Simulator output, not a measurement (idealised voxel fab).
This is a process module. Its name is voxel air gaps.
Cross-section cut spans 215 nm and uses square cells 5 nm in size.
Cross-section format: a grid of square cells, given as bands from top to bottom; each band is one or more rows of cells. Look at the band entry: it leads with the top's height and the bottom's height in nm. Then it lists the materials left to right, with a width in nm for each. The word "full width" on a single material says that material fills the band edge to edge. The word "blank" is empty space. Measure heights from 0. That's the level where, below it, the as-received wafer is all one material. The lowest band is bottomless and extends downward; write it as in "0 nm and below". Think of "30..40" as a width that walks from the first number to the second as you go down the band, top row to bottom row, taking equal-sized steps from row to row. Any step labelled "nothing different" changed none of the cells in the cross-section. The entry titled "Closed voids list" provides the empty spaces that have no open way to the top, restricted to those of 8 cells or more. Each is presented as width x height at distance, the distance being measured from the left edge, with all three in nm. Read whatever lies past the settings on a step's line as the simulator's own remark about the step. A step line may carry the setting "overlay nm", which, for steps involving a mask, states the distance by which the mask lay to the right of its intended position; negative values denote displacement to the left.

The process steps that were planned are listed below:
1,op RECEIVE | material Si
2,op CONFORMAL_DEP | material SiO2 | thk nm 15
3,op CONFORMAL_DEP | material SiCN | thk nm 5
4,op DIRECTIONAL_DEP | material SiO2 | thk nm 30
5,op PATTERN | tone open | mask id LINES | material resist | width nm 15 | pitch nm 45 | thk nm 20 | overlay nm 0
6,op DIRECTIONAL_ETCH | etch materials SiO2 | depth nm 30
7,op STRIP | etch materials resist
8,op CONFORMAL_DEP | material TiN | thk nm 5
9,op FILL_DEP | material W | thk nm 5
10,op CMP | height nm 50
11,op EPI | material Ru | thk nm 10
12,op SELECTIVE_ETCH | etch materials SiO2 | depth nm 40
13,op CONFORMAL_DEP | material SiCN | thk nm 5

Step 1 complete: cross-section of the wafer as received:
	0 nm and below  Si full width
	Closed voids list: none

The first of the two wafers as seen in cross-section once the module was finished; processing followed the plan:
	65 nm to 60 nm  blank (15); SiCN (180); blank (20)
	60 nm to 50 nm  blank (15); SiCN (5); Ru (35); SiCN (10); Ru (35); SiCN (10); Ru (35); SiCN (10); Ru (35); SiCN (5); blank (20)
	50 nm to 45 nm  blank (15); SiCN (15); TiN (5); W (5); TiN (5); SiCN (30); TiN (5); W (5); TiN (5); SiCN (30); TiN (5); W (5); TiN (5); SiCN (30); TiN (5); W (5); TiN (5); SiCN (15); blank (20)
	45 nm to 25 nm  blank (25); SiCN (5); TiN (5); W (5); TiN (5); SiCN (5); blank (20); SiCN (5); TiN (5); W (5); TiN (5); SiCN (5); blank (20); SiCN (5); TiN (5); W (5); TiN (5); SiCN (5); blank (20); SiCN (5); TiN (5); W (5); TiN (5); SiCN (5); blank (30)
	25 nm to 20 nm  SiCN (30); TiN (15); SiCN (30); TiN (15); SiCN (30); TiN (15); SiCN (30); TiN (15); SiCN (35)
	20 nm to 15 nm  SiCN full width
	15 nm to 0 nm  SiO2 full width
	0 nm and below  Si full width
	Closed voids list: 20 x 20 at 50; 20 x 20 at 95; 20 x 20 at 140

second wafer at the end: like start, like plan, one mistake:
	65 nm to 60 nm  SiCN full width
	60 nm to 50 nm  Ru full width
	50 nm to 45 nm  W full width
	45 nm to 40 nm  TiN (35); W (5); TiN (40); W (5); TiN (40); W (5); TiN (40); W (5); TiN (40)
	40 nm to 25 nm  SiO2 (30); TiN (5); W (5); TiN (5); SiO2 (30); TiN (5); W (5); TiN (5); SiO2 (30); TiN (5); W (5); TiN (5); SiO2 (30); TiN (5); W (5); TiN (5); SiO2 (35)
	25 nm to 20 nm  SiO2 (30); TiN (15); SiO2 (30); TiN (15); SiO2 (30); TiN (15); SiO2 (30); TiN (15); SiO2 (35)
	20 nm to 15 nm  SiCN full width
	15 nm to 0 nm  SiO2 full width
	0 nm and below  Si full width
	Closed voids list: none
Run error: for step 4, the planned setting was not used; the step was instead run as op DIRECTIONAL_DEP | material SiO2 | thk nm 20
Upon completion, the second wafer contains, in terms of cells, a greater or smaller amount of certain materials than the first wafer: Ru: 30 more; SiCN: 96 fewer; SiO2: 124 more; TiN: 23 more; W: 39 more
The closed voids present at the end amount to 3 for the first wafer and 0 for the second wafer.
